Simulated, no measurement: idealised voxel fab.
Module name: voxel self aligned vias (process module)
Section shown: cut. Width: 220 nm. Cell size: 5 nm, square.
If you're reading a cross-section in this doc, picture square cells in a grid; it comes to you as bands, top ones listed first down to the bottom, and a band can be one or more rows of cells.
Top height, bottom height, nm. Materials left to right, width each, nm. Single material + "throughout" = fills band edge to edge. "empty" = empty.
The level at which height equals 0 is the one under which the wafer, as it arrives, is entirely one material. No lower edge exists for the bottom band, which continues downward and is notated as in "0 -> down".
It should be noted that a width expressed as "30..40" varies in equal increments from row to row of cells within the band, taking the value of the first number at the top row and that of the second number at the bottom row.
A step reported as "nothing altered" is a step in which no cell of the cross-section changed.
The list in "Enclosed internal voids" covers empty spaces of 8 cells or more that cannot reach the top through any open way, and it gives each as width x height at distance; the distance is from the left edge, and width, height and distance are in nm.
Step line, after settings: the simulator's comment on this step.
overlay nm: mask right of planned place by this much (step with mask). Neg. = left.

-- The following list gives the planned process steps
1. op RECEIVE | material Si
2. op CONFORMAL_DEP | material SiO2 | thk nm 10
3. op CONFORMAL_DEP | material SiCN | thk nm 5
4. op DIRECTIONAL_DEP | material SiO2 | thk nm 25
5. op PATTERN | tone open | mask id LINES | material resist | width nm 20 | pitch nm 50 | thk nm 15 | overlay nm 0
6. op DIRECTIONAL_ETCH | etch materials SiO2 | depth nm 25
7. op STRIP | etch materials resist
8. op CONFORMAL_DEP | material TiN | thk nm 5
9. op FILL_DEP | material W | thk nm 10
10. op CMP | height nm 40
11. op SELECTIVE_ETCH | etch materials W Ru TiN | depth nm 5
12. op FILL_DEP | material SiN | thk nm 10
13. op CMP | height nm 40
14. op DIRECTIONAL_DEP | material SiO2 | thk nm 15
15. op MASKED_ETCH | tone open | mask id VIAS | width nm 30 | pitch nm 100 | etch materials SiO2 | depth nm 15 | overlay nm 0
16. op MASKED_ETCH | tone open | mask id VIAS | width nm 30 | pitch nm 100 | etch materials SiN | depth nm 5 | overlay nm 0
17. op CONFORMAL_DEP | material TiN | thk nm 5
18. op FILL_DEP | material Ru | thk nm 10
19. op CMP | height nm 55
20. op CONFORMAL_DEP | material SiN | thk nm 5

-- Cross-section of the wafer at receipt, which is the condition after step 1
    0 -> down | Si throughout
    Enclosed internal voids: none

-- First wafer of two, sectioned at end of module; run went per plan
    60 -> 55 | SiN throughout
    55 -> 45 | 45 nm SiO2, then 5 nm TiN, then 20 nm Ru, then 5 nm TiN, then 70 nm SiO2, then 5 nm TiN, then 20 nm Ru, then 5 nm TiN, then 45 nm SiO2
    45 -> 40 | 45 nm SiO2, then 10 nm TiN, then 10 nm Ru, then 10 nm TiN, then 70 nm SiO2, then 10 nm TiN, then 10 nm Ru, then 10 nm TiN, then 45 nm SiO2
    40 -> 35 | 50 nm SiO2, then 20 nm TiN, then 30 nm SiO2, then 20 nm SiN, then 30 nm SiO2, then 20 nm TiN, then 50 nm SiO2
    35 -> 20 | 50 nm SiO2, then 5 nm TiN, then 10 nm W, then 5 nm TiN, then 30 nm SiO2, then 5 nm TiN, then 10 nm W, then 5 nm TiN, then 30 nm SiO2, then 5 nm TiN, then 10 nm W, then 5 nm TiN, then 50 nm SiO2
    20 -> 15 | 50 nm SiO2, then 20 nm TiN, then 30 nm SiO2, then 20 nm TiN, then 30 nm SiO2, then 20 nm TiN, then 50 nm SiO2
    15 -> 10 | SiCN throughout
    10 -> 0 | SiO2 throughout
    0 -> down | Si throughout
    Enclosed internal voids: none

-- End-of-module cross-section of the second wafer: identical starting point and process plan to the first, with one processing mistake
    70 -> 65 | SiN throughout
    65 -> 60 | Ru throughout
    60 -> 55 | 50 nm TiN, then 20 nm Ru, then 80 nm TiN, then 20 nm Ru, then 50 nm TiN
    55 -> 45 | 45 nm SiO2, then 5 nm TiN, then 20 nm Ru, then 5 nm TiN, then 70 nm SiO2, then 5 nm TiN, then 20 nm Ru, then 5 nm TiN, then 45 nm SiO2
    45 -> 40 | 45 nm SiO2, then 10 nm TiN, then 10 nm Ru, then 10 nm TiN, then 70 nm SiO2, then 10 nm TiN, then 10 nm Ru, then 10 nm TiN, then 45 nm SiO2
    40 -> 35 | 50 nm SiO2, then 20 nm TiN, then 30 nm SiO2, then 20 nm SiN, then 30 nm SiO2, then 20 nm TiN, then 50 nm SiO2
    35 -> 20 | 50 nm SiO2, then 5 nm TiN, then 10 nm W, then 5 nm TiN, then 30 nm SiO2, then 5 nm TiN, then 10 nm W, then 5 nm TiN, then 30 nm SiO2, then 5 nm TiN, then 10 nm W, then 5 nm TiN, then 50 nm SiO2
    20 -> 15 | 50 nm SiO2, then 20 nm TiN, then 30 nm SiO2, then 20 nm TiN, then 30 nm SiO2, then 20 nm TiN, then 50 nm SiO2
    15 -> 10 | SiCN throughout
    10 -> 0 | SiO2 throughout
    0 -> down | Si throughout
    Enclosed internal voids: none
The plan and the run diverged here: rather than as planned, step 19 actually ran as op CMP | height nm 65
The second wafer ends with more or fewer cells of some materials than the first, per final count: Ru +52, TiN +36
